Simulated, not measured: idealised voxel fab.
process module | voxel wiring stack
cross-section cut | 240 nm wide | cells 5 nm
A cross-section is a grid of square cells, given in bands from the top down. A band is one or more rows of cells.
Each band's line starts with the height of the band's top and of its bottom, in nm. Then come its materials from left to right, each with its width in nm. One material with "throughout" fills the band from edge to edge. "air" is empty space.
Height 0 is the level under which the wafer as received is all one material. The lowest band goes on downwards, as in "0 down".
A width such as "30 to 40" changes by the same amount from each row of cells to the next, from the band's top row to its bottom row.
"no change" after a step means that no cell of the cross-section changed.
closed voids: empty space of 8 cells or more with no open way to the top, each as width x height at its distance from the left edge, in nm
after a step's settings: what the simulator itself notes on the step
overlay nm, on a step with a mask: how far to the right of its planned place the mask lay; to the left if negative
plan
1 op RECEIVE | material Si
2 op CONFORMAL_DEP | material SiO2 | thk nm 10
3 op DIRECTIONAL_DEP | material TiN | thk nm 5
4 op DIRECTIONAL_DEP | material Ru | thk nm 15
5 op PATTERN | tone cover | mask id METAL_1 | material resist | width nm 25 | pitch nm 40 | thk nm 15 | overlay nm 0
6 op DIRECTIONAL_ETCH | etch materials Ru | depth nm 15
7 op DIRECTIONAL_ETCH | etch materials TiN | depth nm 5
8 op STRIP | etch materials resist
9 op CONFORMAL_DEP | material SiN | thk nm 5
10 op FILL_DEP | material SiO2 | thk nm 10
11 op CMP | height nm 30
12 op CONFORMAL_DEP | material SiCN | thk nm 5
13 op DIRECTIONAL_DEP | material SiO2 | thk nm 35
14 op MASKED_ETCH | tone open | mask id METAL_2 | width nm 25 | pitch nm 40 | etch materials SiO2 | depth nm 20 | overlay nm 0
15 op DIRECTIONAL_DEP | material aC | thk nm 15
16 op PATTERN | tone open | mask id METAL_2_HOLES | material resist | width nm 15 | pitch nm 40 | thk nm 30 | overlay nm 0
17 op DIRECTIONAL_ETCH | etch materials aC | depth nm 15
18 op STRIP | etch materials resist
19 op DIRECTIONAL_ETCH | etch materials SiO2 | depth nm 15
20 op DIRECTIONAL_ETCH | etch materials SiCN | depth nm 5
21 op STRIP | etch materials aC
22 op CONFORMAL_DEP | material TiN | thk nm 5
23 op FILL_DEP | material Cu | thk nm 10
24 op CMP | height nm 70
25 op CONFORMAL_DEP | material SiCN | thk nm 5
26 op DIRECTIONAL_DEP | material lowk | thk nm 20
27 op PATTERN | tone open | mask id PLUG_2 | material resist | width nm 15 | pitch nm 80 | thk nm 20 | overlay nm 0
28 op DIRECTIONAL_ETCH | etch materials lowk | depth nm 20
29 op DIRECTIONAL_ETCH | etch materials SiCN | depth nm 5
30 op STRIP | etch materials resist
31 op EPI | material Ru | thk nm 10
32 op EPI | material Ru | thk nm 10
33 op EPI | material Ru | thk nm 5
34 op DIRECTIONAL_DEP | material TiN | thk nm 5
35 op DIRECTIONAL_DEP | material W | thk nm 15
36 op PATTERN | tone cover | mask id METAL_3 | material resist | width nm 25 | pitch nm 40 | thk nm 20 | overlay nm 0
37 op DIRECTIONAL_ETCH | etch materials W | depth nm 15
38 op DIRECTIONAL_ETCH | etch materials TiN | depth nm 5
39 op STRIP | etch materials resist
40 op CONFORMAL_DEP | material SiCN | thk nm 5
41 op FILL_DEP | material SiO2 | thk nm 10
42 op CMP | height nm 115
43 op CONFORMAL_DEP | material SiCN | thk nm 5
first wafer, as planned
as received, after step 1
  0 down: Si throughout
  closed voids: none
after step 2
  10 to 0: SiO2 throughout
  below 0: unchanged
after step 3
  15 to 10: TiN throughout
  below 10: unchanged
after step 4
  30 to 15: Ru throughout
  below 15: unchanged
after step 5
  45 to 30: air 45 | resist 25 | air 15 | resist 25 | air 15 | resist 25 | air 15 | resist 25 | air 50
  below 30: unchanged
after step 6
  45 to 30: air 45 | resist 25 | air 15 | resist 25 | air 15 | resist 25 | air 15 | resist 25 | air 50
  30 to 15: air 45 | Ru 25 | air 15 | Ru 25 | air 15 | Ru 25 | air 15 | Ru 25 | air 50
  below 15: unchanged
after step 7
  45 to 30: air 45 | resist 25 | air 15 | resist 25 | air 15 | resist 25 | air 15 | resist 25 | air 50
  30 to 15: air 45 | Ru 25 | air 15 | Ru 25 | air 15 | Ru 25 | air 15 | Ru 25 | air 50
  15 to 10: air 45 | TiN 25 | air 15 | TiN 25 | air 15 | TiN 25 | air 15 | TiN 25 | air 50
  below 10: unchanged
after step 8
  30 to 15: air 45 | Ru 25 | air 15 | Ru 25 | air 15 | Ru 25 | air 15 | Ru 25 | air 50
  below 15: unchanged
after step 9
  35 to 30: air 40 | SiN 35 | air 5 | SiN 35 | air 5 | SiN 35 | air 5 | SiN 35 | air 45
  30 to 15: air 40 | SiN 5 | Ru 25 | SiN 5 | air 5 | SiN 5 | Ru 25 | SiN 5 | air 5 | SiN 5 | Ru 25 | SiN 5 | air 5 | SiN 5 | Ru 25 | SiN 5 | air 45
  15 to 10: SiN 45 | TiN 25 | SiN 15 | TiN 25 | SiN 15 | TiN 25 | SiN 15 | TiN 25 | SiN 50
  below 10: unchanged
after step 10
  45 to 35: SiO2 throughout
  35 to 30: SiO2 40 | SiN 35 | SiO2 5 | SiN 35 | SiO2 5 | SiN 35 | SiO2 5 | SiN 35 | SiO2 45
  30 to 15: SiO2 40 | SiN 5 | Ru 25 | SiN 5 | SiO2 5 | SiN 5 | Ru 25 | SiN 5 | SiO2 5 | SiN 5 | Ru 25 | SiN 5 | SiO2 5 | SiN 5 | Ru 25 | SiN 5 | SiO2 45
  below 15: unchanged
after step 11
  30 to 15: SiO2 40 | SiN 5 | Ru 25 | SiN 5 | SiO2 5 | SiN 5 | Ru 25 | SiN 5 | SiO2 5 | SiN 5 | Ru 25 | SiN 5 | SiO2 5 | SiN 5 | Ru 25 | SiN 5 | SiO2 45
  below 15: unchanged
after step 12
  35 to 30: SiCN throughout
  below 30: unchanged
after step 13
  70 to 35: SiO2 throughout
  below 35: unchanged
after step 14
  70 to 50: SiO2 45 | air 25 | SiO2 15 | air 25 | SiO2 15 | air 25 | SiO2 15 | air 25 | SiO2 50
  below 50: unchanged
after step 15
  85 to 70: aC 45 | air 25 | aC 15 | air 25 | aC 15 | air 25 | aC 15 | air 25 | aC 50
  70 to 65: SiO2 45 | air 25 | SiO2 15 | air 25 | SiO2 15 | air 25 | SiO2 15 | air 25 | SiO2 50
  65 to 50: SiO2 45 | aC 25 | SiO2 15 | aC 25 | SiO2 15 | aC 25 | SiO2 15 | aC 25 | SiO2 50
  below 50: unchanged
after step 16
  115 to 85: resist 45 | air 15 | resist 25 | air 15 | resist 25 | air 15 | resist 25 | air 15 | resist 60
  85 to 70: aC 45 | air 15 | resist 10 | aC 15 | air 15 | resist 10 | aC 15 | air 15 | resist 10 | aC 15 | air 15 | resist 10 | aC 50
  70 to 65: SiO2 45 | air 15 | resist 10 | SiO2 15 | air 15 | resist 10 | SiO2 15 | air 15 | resist 10 | SiO2 15 | air 15 | resist 10 | SiO2 50
  below 65: unchanged
after step 17
  100 to 85: resist 45 | air 15 | resist 25 | air 15 | resist 25 | air 15 | resist 25 | air 15 | resist 60
  85 to 70: aC 45 | air 15 | resist 10 | aC 15 | air 15 | resist 10 | aC 15 | air 15 | resist 10 | aC 15 | air 15 | resist 10 | aC 50
  70 to 65: SiO2 45 | air 15 | resist 10 | SiO2 15 | air 15 | resist 10 | SiO2 15 | air 15 | resist 10 | SiO2 15 | air 15 | resist 10 | SiO2 50
  65 to 50: SiO2 45 | air 15 | aC 10 | SiO2 15 | air 15 | aC 10 | SiO2 15 | air 15 | aC 10 | SiO2 15 | air 15 | aC 10 | SiO2 50
  below 50: unchanged
after step 18
  85 to 70: aC 45 | air 25 | aC 15 | air 25 | aC 15 | air 25 | aC 15 | air 25 | aC 50
  70 to 65: SiO2 45 | air 25 | SiO2 15 | air 25 | SiO2 15 | air 25 | SiO2 15 | air 25 | SiO2 50
  below 65: unchanged
after step 19
  85 to 70: aC 45 | air 25 | aC 15 | air 25 | aC 15 | air 25 | aC 15 | air 25 | aC 50
  70 to 65: SiO2 45 | air 25 | SiO2 15 | air 25 | SiO2 15 | air 25 | SiO2 15 | air 25 | SiO2 50
  65 to 50: SiO2 45 | air 15 | aC 10 | SiO2 15 | air 15 | aC 10 | SiO2 15 | air 15 | aC 10 | SiO2 15 | air 15 | aC 10 | SiO2 50
  50 to 35: SiO2 45 | air 15 | SiO2 25 | air 15 | SiO2 25 | air 15 | SiO2 25 | air 15 | SiO2 60
  below 35: unchanged
after step 20
  85 to 70: aC 45 | air 25 | aC 15 | air 25 | aC 15 | air 25 | aC 15 | air 25 | aC 50
  70 to 65: SiO2 45 | air 25 | SiO2 15 | air 25 | SiO2 15 | air 25 | SiO2 15 | air 25 | SiO2 50
  65 to 50: SiO2 45 | air 15 | aC 10 | SiO2 15 | air 15 | aC 10 | SiO2 15 | air 15 | aC 10 | SiO2 15 | air 15 | aC 10 | SiO2 50
  50 to 35: SiO2 45 | air 15 | SiO2 25 | air 15 | SiO2 25 | air 15 | SiO2 25 | air 15 | SiO2 60
  35 to 30: SiCN 45 | air 15 | SiCN 25 | air 15 | SiCN 25 | air 15 | SiCN 25 | air 15 | SiCN 60
  below 30: unchanged
after step 21
  70 to 50: SiO2 45 | air 25 | SiO2 15 | air 25 | SiO2 15 | air 25 | SiO2 15 | air 25 | SiO2 50
  below 50: unchanged
after step 22
  75 to 70: TiN 50 | air 15 | TiN 25 | air 15 | TiN 25 | air 15 | TiN 25 | air 15 | TiN 55
  70 to 55: SiO2 45 | TiN 5 | air 15 | TiN 5 | SiO2 15 | TiN 5 | air 15 | TiN 5 | SiO2 15 | TiN 5 | air 15 | TiN 5 | SiO2 15 | TiN 5 | air 15 | TiN 5 | SiO2 50
  55 to 50: SiO2 45 | TiN 5 | air 5 | TiN 15 | SiO2 15 | TiN 5 | air 5 | TiN 15 | SiO2 15 | TiN 5 | air 5 | TiN 15 | SiO2 15 | TiN 5 | air 5 | TiN 15 | SiO2 50
  50 to 35: SiO2 45 | TiN 5 | air 5 | TiN 5 | SiO2 25 | TiN 5 | air 5 | TiN 5 | SiO2 25 | TiN 5 | air 5 | TiN 5 | SiO2 25 | TiN 5 | air 5 | TiN 5 | SiO2 60
  35 to 30: SiCN 45 | TiN 15 | SiCN 25 | TiN 15 | SiCN 25 | TiN 15 | SiCN 25 | TiN 15 | SiCN 60
  below 30: unchanged
after step 23
  85 to 75: Cu throughout
  75 to 70: TiN 50 | Cu 15 | TiN 25 | Cu 15 | TiN 25 | Cu 15 | TiN 25 | Cu 15 | TiN 55
  70 to 55: SiO2 45 | TiN 5 | Cu 15 | TiN 5 | SiO2 15 | TiN 5 | Cu 15 | TiN 5 | SiO2 15 | TiN 5 | Cu 15 | TiN 5 | SiO2 15 | TiN 5 | Cu 15 | TiN 5 | SiO2 50
  55 to 50: SiO2 45 | TiN 5 | Cu 5 | TiN 15 | SiO2 15 | TiN 5 | Cu 5 | TiN 15 | SiO2 15 | TiN 5 | Cu 5 | TiN 15 | SiO2 15 | TiN 5 | Cu 5 | TiN 15 | SiO2 50
  50 to 35: SiO2 45 | TiN 5 | Cu 5 | TiN 5 | SiO2 25 | TiN 5 | Cu 5 | TiN 5 | SiO2 25 | TiN 5 | Cu 5 | TiN 5 | SiO2 25 | TiN 5 | Cu 5 | TiN 5 | SiO2 60
  below 35: unchanged
after step 24
  70 to 55: SiO2 45 | TiN 5 | Cu 15 | TiN 5 | SiO2 15 | TiN 5 | Cu 15 | TiN 5 | SiO2 15 | TiN 5 | Cu 15 | TiN 5 | SiO2 15 | TiN 5 | Cu 15 | TiN 5 | SiO2 50
  below 55: unchanged
after step 25
  75 to 70: SiCN throughout
  below 70: unchanged
after step 26
  95 to 75: lowk throughout
  below 75: unchanged
after step 27
  115 to 95: resist 45 | air 15 | resist 65 | air 15 | resist 100
  below 95: unchanged
after step 28
  115 to 95: resist 45 | air 15 | resist 65 | air 15 | resist 100
  95 to 75: lowk 45 | air 15 | lowk 65 | air 15 | lowk 100
  below 75: unchanged
after step 29
  115 to 95: resist 45 | air 15 | resist 65 | air 15 | resist 100
  95 to 75: lowk 45 | air 15 | lowk 65 | air 15 | lowk 100
  75 to 70: SiCN 45 | air 15 | SiCN 65 | air 15 | SiCN 100
  below 70: unchanged
after step 30
  95 to 75: lowk 45 | air 15 | lowk 65 | air 15 | lowk 100
  below 75: unchanged
after step 31
  95 to 80: lowk 45 | air 15 | lowk 65 | air 15 | lowk 100
  80 to 75: lowk 45 | Ru 15 | lowk 65 | Ru 15 | lowk 100
  75 to 70: SiCN 45 | Ru 15 | SiCN 65 | Ru 15 | SiCN 100
  below 70: unchanged
after step 32
  95 to 90: lowk 45 | air 15 | lowk 65 | air 15 | lowk 100
  90 to 75: lowk 45 | Ru 15 | lowk 65 | Ru 15 | lowk 100
  below 75: unchanged
after step 33
  95 to 75: lowk 45 | Ru 15 | lowk 65 | Ru 15 | lowk 100
  below 75: unchanged
after step 34
  100 to 95: TiN throughout
  below 95: unchanged
after step 35
  115 to 100: W throughout
  below 100: unchanged
after step 36
  135 to 115: air 45 | resist 25 | air 15 | resist 25 | air 15 | resist 25 | air 15 | resist 25 | air 50
  below 115: unchanged
after step 37
  135 to 115: air 45 | resist 25 | air 15 | resist 25 | air 15 | resist 25 | air 15 | resist 25 | air 50
  115 to 100: air 45 | W 25 | air 15 | W 25 | air 15 | W 25 | air 15 | W 25 | air 50
  below 100: unchanged
after step 38
  135 to 115: air 45 | resist 25 | air 15 | resist 25 | air 15 | resist 25 | air 15 | resist 25 | air 50
  115 to 100: air 45 | W 25 | air 15 | W 25 | air 15 | W 25 | air 15 | W 25 | air 50
  100 to 95: air 45 | TiN 25 | air 15 | TiN 25 | air 15 | TiN 25 | air 15 | TiN 25 | air 50
  below 95: unchanged
after step 39
  115 to 100: air 45 | W 25 | air 15 | W 25 | air 15 | W 25 | air 15 | W 25 | air 50
  below 100: unchanged
after step 40
  120 to 115: air 40 | SiCN 35 | air 5 | SiCN 35 | air 5 | SiCN 35 | air 5 | SiCN 35 | air 45
  115 to 100: air 40 | SiCN 5 | W 25 | SiCN 5 | air 5 | SiCN 5 | W 25 | SiCN 5 | air 5 | SiCN 5 | W 25 | SiCN 5 | air 5 | SiCN 5 | W 25 | SiCN 5 | air 45
  100 to 95: SiCN 45 | TiN 25 | SiCN 15 | TiN 25 | SiCN 15 | TiN 25 | SiCN 15 | TiN 25 | SiCN 50
  below 95: unchanged
after step 41
  130 to 120: SiO2 throughout
  120 to 115: SiO2 40 | SiCN 35 | SiO2 5 | SiCN 35 | SiO2 5 | SiCN 35 | SiO2 5 | SiCN 35 | SiO2 45
  115 to 100: SiO2 40 | SiCN 5 | W 25 | SiCN 5 | SiO2 5 | SiCN 5 | W 25 | SiCN 5 | SiO2 5 | SiCN 5 | W 25 | SiCN 5 | SiO2 5 | SiCN 5 | W 25 | SiCN 5 | SiO2 45
  below 100: unchanged
after step 42
  115 to 100: SiO2 40 | SiCN 5 | W 25 | SiCN 5 | SiO2 5 | SiCN 5 | W 25 | SiCN 5 | SiO2 5 | SiCN 5 | W 25 | SiCN 5 | SiO2 5 | SiCN 5 | W 25 | SiCN 5 | SiO2 45
  below 100: unchanged
after step 43
  120 to 115: SiCN throughout
  below 115: unchanged
second wafer: like start, like plan, one mistake. Through step 13 it matches the first wafer
when step 14 should have ended
  70 to 50: SiO2 40 | air 25 | SiO2 15 | air 25 | SiO2 15 | air 25 | SiO2 15 | air 25 | SiO2 55
  below 50: unchanged
when step 15 should have ended
  85 to 70: aC 40 | air 25 | aC 15 | air 25 | aC 15 | air 25 | aC 15 | air 25 | aC 55
  70 to 65: SiO2 40 | air 25 | SiO2 15 | air 25 | SiO2 15 | air 25 | SiO2 15 | air 25 | SiO2 55
  65 to 50: SiO2 40 | aC 25 | SiO2 15 | aC 25 | SiO2 15 | aC 25 | SiO2 15 | aC 25 | SiO2 55
  below 50: unchanged
when step 16 should have ended
  115 to 85: resist 45 | air 15 | resist 25 | air 15 | resist 25 | air 15 | resist 25 | air 15 | resist 60
  85 to 70: aC 40 | resist 5 | air 15 | resist 5 | aC 15 | resist 5 | air 15 | resist 5 | aC 15 | resist 5 | air 15 | resist 5 | aC 15 | resist 5 | air 15 | resist 5 | aC 55
  70 to 65: SiO2 40 | resist 5 | air 15 | resist 5 | SiO2 15 | resist 5 | air 15 | resist 5 | SiO2 15 | resist 5 | air 15 | resist 5 | SiO2 15 | resist 5 | air 15 | resist 5 | SiO2 55
  below 65: unchanged
when step 17 should have ended
  100 to 85: resist 45 | air 15 | resist 25 | air 15 | resist 25 | air 15 | resist 25 | air 15 | resist 60
  85 to 70: aC 40 | resist 5 | air 15 | resist 5 | aC 15 | resist 5 | air 15 | resist 5 | aC 15 | resist 5 | air 15 | resist 5 | aC 15 | resist 5 | air 15 | resist 5 | aC 55
  70 to 65: SiO2 40 | resist 5 | air 15 | resist 5 | SiO2 15 | resist 5 | air 15 | resist 5 | SiO2 15 | resist 5 | air 15 | resist 5 | SiO2 15 | resist 5 | air 15 | resist 5 | SiO2 55
  65 to 50: SiO2 40 | aC 5 | air 15 | aC 5 | SiO2 15 | aC 5 | air 15 | aC 5 | SiO2 15 | aC 5 | air 15 | aC 5 | SiO2 15 | aC 5 | air 15 | aC 5 | SiO2 55
  below 50: unchanged
when step 18 should have ended
  85 to 70: aC 40 | air 25 | aC 15 | air 25 | aC 15 | air 25 | aC 15 | air 25 | aC 55
  70 to 65: SiO2 40 | air 25 | SiO2 15 | air 25 | SiO2 15 | air 25 | SiO2 15 | air 25 | SiO2 55
  below 65: unchanged
when step 19 should have ended
  85 to 70: aC 40 | air 25 | aC 15 | air 25 | aC 15 | air 25 | aC 15 | air 25 | aC 55
  70 to 65: SiO2 40 | air 25 | SiO2 15 | air 25 | SiO2 15 | air 25 | SiO2 15 | air 25 | SiO2 55
  65 to 50: SiO2 40 | aC 5 | air 15 | aC 5 | SiO2 15 | aC 5 | air 15 | aC 5 | SiO2 15 | aC 5 | air 15 | aC 5 | SiO2 15 | aC 5 | air 15 | aC 5 | SiO2 55
  50 to 35: SiO2 45 | air 15 | SiO2 25 | air 15 | SiO2 25 | air 15 | SiO2 25 | air 15 | SiO2 60
  below 35: unchanged
when step 20 should have ended
  85 to 70: aC 40 | air 25 | aC 15 | air 25 | aC 15 | air 25 | aC 15 | air 25 | aC 55
  70 to 65: SiO2 40 | air 25 | SiO2 15 | air 25 | SiO2 15 | air 25 | SiO2 15 | air 25 | SiO2 55
  65 to 50: SiO2 40 | aC 5 | air 15 | aC 5 | SiO2 15 | aC 5 | air 15 | aC 5 | SiO2 15 | aC 5 | air 15 | aC 5 | SiO2 15 | aC 5 | air 15 | aC 5 | SiO2 55
  50 to 35: SiO2 45 | air 15 | SiO2 25 | air 15 | SiO2 25 | air 15 | SiO2 25 | air 15 | SiO2 60
  35 to 30: SiCN 45 | air 15 | SiCN 25 | air 15 | SiCN 25 | air 15 | SiCN 25 | air 15 | SiCN 60
  below 30: unchanged
when step 21 should have ended
  70 to 50: SiO2 40 | air 25 | SiO2 15 | air 25 | SiO2 15 | air 25 | SiO2 15 | air 25 | SiO2 55
  below 50: unchanged
when step 22 should have ended
  75 to 70: TiN 45 | air 15 | TiN 25 | air 15 | TiN 25 | air 15 | TiN 25 | air 15 | TiN 60
  70 to 55: SiO2 40 | TiN 5 | air 15 | TiN 5 | SiO2 15 | TiN 5 | air 15 | TiN 5 | SiO2 15 | TiN 5 | air 15 | TiN 5 | SiO2 15 | TiN 5 | air 15 | TiN 5 | SiO2 55
  55 to 50: SiO2 40 | TiN 10 | air 5 | TiN 10 | SiO2 15 | TiN 10 | air 5 | TiN 10 | SiO2 15 | TiN 10 | air 5 | TiN 10 | SiO2 15 | TiN 10 | air 5 | TiN 10 | SiO2 55
  50 to 35: SiO2 45 | TiN 5 | air 5 | TiN 5 | SiO2 25 | TiN 5 | air 5 | TiN 5 | SiO2 25 | TiN 5 | air 5 | TiN 5 | SiO2 25 | TiN 5 | air 5 | TiN 5 | SiO2 60
  35 to 30: SiCN 45 | TiN 15 | SiCN 25 | TiN 15 | SiCN 25 | TiN 15 | SiCN 25 | TiN 15 | SiCN 60
  below 30: unchanged
when step 23 should have ended
  85 to 75: Cu throughout
  75 to 70: TiN 45 | Cu 15 | TiN 25 | Cu 15 | TiN 25 | Cu 15 | TiN 25 | Cu 15 | TiN 60
  70 to 55: SiO2 40 | TiN 5 | Cu 15 | TiN 5 | SiO2 15 | TiN 5 | Cu 15 | TiN 5 | SiO2 15 | TiN 5 | Cu 15 | TiN 5 | SiO2 15 | TiN 5 | Cu 15 | TiN 5 | SiO2 55
  55 to 50: SiO2 40 | TiN 10 | Cu 5 | TiN 10 | SiO2 15 | TiN 10 | Cu 5 | TiN 10 | SiO2 15 | TiN 10 | Cu 5 | TiN 10 | SiO2 15 | TiN 10 | Cu 5 | TiN 10 | SiO2 55
  50 to 35: SiO2 45 | TiN 5 | Cu 5 | TiN 5 | SiO2 25 | TiN 5 | Cu 5 | TiN 5 | SiO2 25 | TiN 5 | Cu 5 | TiN 5 | SiO2 25 | TiN 5 | Cu 5 | TiN 5 | SiO2 60
  below 35: unchanged
when step 24 should have ended
  70 to 55: SiO2 40 | TiN 5 | Cu 15 | TiN 5 | SiO2 15 | TiN 5 | Cu 15 | TiN 5 | SiO2 15 | TiN 5 | Cu 15 | TiN 5 | SiO2 15 | TiN 5 | Cu 15 | TiN 5 | SiO2 55
  below 55: unchanged
when step 25 should have ended
  75 to 70: SiCN throughout
  below 70: unchanged
when step 26 should have ended
  95 to 75: lowk throughout
  below 75: unchanged
when step 27 should have ended
  115 to 95: resist 45 | air 15 | resist 65 | air 15 | resist 100
  below 95: unchanged
when step 28 should have ended
  115 to 95: resist 45 | air 15 | resist 65 | air 15 | resist 100
  95 to 75: lowk 45 | air 15 | lowk 65 | air 15 | lowk 100
  below 75: unchanged
when step 29 should have ended
  115 to 95: resist 45 | air 15 | resist 65 | air 15 | resist 100
  95 to 75: lowk 45 | air 15 | lowk 65 | air 15 | lowk 100
  75 to 70: SiCN 45 | air 15 | SiCN 65 | air 15 | SiCN 100
  below 70: unchanged
when step 30 should have ended
  95 to 75: lowk 45 | air 15 | lowk 65 | air 15 | lowk 100
  below 75: unchanged
when step 31 should have ended
  95 to 80: lowk 45 | air 15 | lowk 65 | air 15 | lowk 100
  80 to 75: lowk 45 | Ru 15 | lowk 65 | Ru 15 | lowk 100
  75 to 70: SiCN 45 | Ru 15 | SiCN 65 | Ru 15 | SiCN 100
  below 70: unchanged
when step 32 should have ended
  95 to 90: lowk 45 | air 15 | lowk 65 | air 15 | lowk 100
  90 to 75: lowk 45 | Ru 15 | lowk 65 | Ru 15 | lowk 100
  below 75: unchanged
when step 33 should have ended
  95 to 75: lowk 45 | Ru 15 | lowk 65 | Ru 15 | lowk 100
  below 75: unchanged
when step 34 should have ended
  100 to 95: TiN throughout
  below 95: unchanged
when step 35 should have ended
  115 to 100: W throughout
  below 100: unchanged
when step 36 should have ended
  135 to 115: air 45 | resist 25 | air 15 | resist 25 | air 15 | resist 25 | air 15 | resist 25 | air 50
  below 115: unchanged
when step 37 should have ended
  135 to 115: air 45 | resist 25 | air 15 | resist 25 | air 15 | resist 25 | air 15 | resist 25 | air 50
  115 to 100: air 45 | W 25 | air 15 | W 25 | air 15 | W 25 | air 15 | W 25 | air 50
  below 100: unchanged
when step 38 should have ended
  135 to 115: air 45 | resist 25 | air 15 | resist 25 | air 15 | resist 25 | air 15 | resist 25 | air 50
  115 to 100: air 45 | W 25 | air 15 | W 25 | air 15 | W 25 | air 15 | W 25 | air 50
  100 to 95: air 45 | TiN 25 | air 15 | TiN 25 | air 15 | TiN 25 | air 15 | TiN 25 | air 50
  below 95: unchanged
when step 39 should have ended
  115 to 100: air 45 | W 25 | air 15 | W 25 | air 15 | W 25 | air 15 | W 25 | air 50
  below 100: unchanged
when step 40 should have ended
  120 to 115: air 40 | SiCN 35 | air 5 | SiCN 35 | air 5 | SiCN 35 | air 5 | SiCN 35 | air 45
  115 to 100: air 40 | SiCN 5 | W 25 | SiCN 5 | air 5 | SiCN 5 | W 25 | SiCN 5 | air 5 | SiCN 5 | W 25 | SiCN 5 | air 5 | SiCN 5 | W 25 | SiCN 5 | air 45
  100 to 95: SiCN 45 | TiN 25 | SiCN 15 | TiN 25 | SiCN 15 | TiN 25 | SiCN 15 | TiN 25 | SiCN 50
  below 95: unchanged
when step 41 should have ended
  130 to 120: SiO2 throughout
  120 to 115: SiO2 40 | SiCN 35 | SiO2 5 | SiCN 35 | SiO2 5 | SiCN 35 | SiO2 5 | SiCN 35 | SiO2 45
  115 to 100: SiO2 40 | SiCN 5 | W 25 | SiCN 5 | SiO2 5 | SiCN 5 | W 25 | SiCN 5 | SiO2 5 | SiCN 5 | W 25 | SiCN 5 | SiO2 5 | SiCN 5 | W 25 | SiCN 5 | SiO2 45
  below 100: unchanged
when step 42 should have ended
  115 to 100: SiO2 40 | SiCN 5 | W 25 | SiCN 5 | SiO2 5 | SiCN 5 | W 25 | SiCN 5 | SiO2 5 | SiCN 5 | W 25 | SiCN 5 | SiO2 5 | SiCN 5 | W 25 | SiCN 5 | SiO2 45
  below 100: unchanged
when step 43 should have ended
  120 to 115: SiCN throughout
  below 115: unchanged
what went wrong: step 14 ran as: op MASKED_ETCH | tone open | mask id METAL_2 | width nm 25 | pitch nm 40 | etch materials SiO2 | depth nm 20 | overlay nm -5
at the end the second wafer has, in cells: as many of each material as the first, in other places
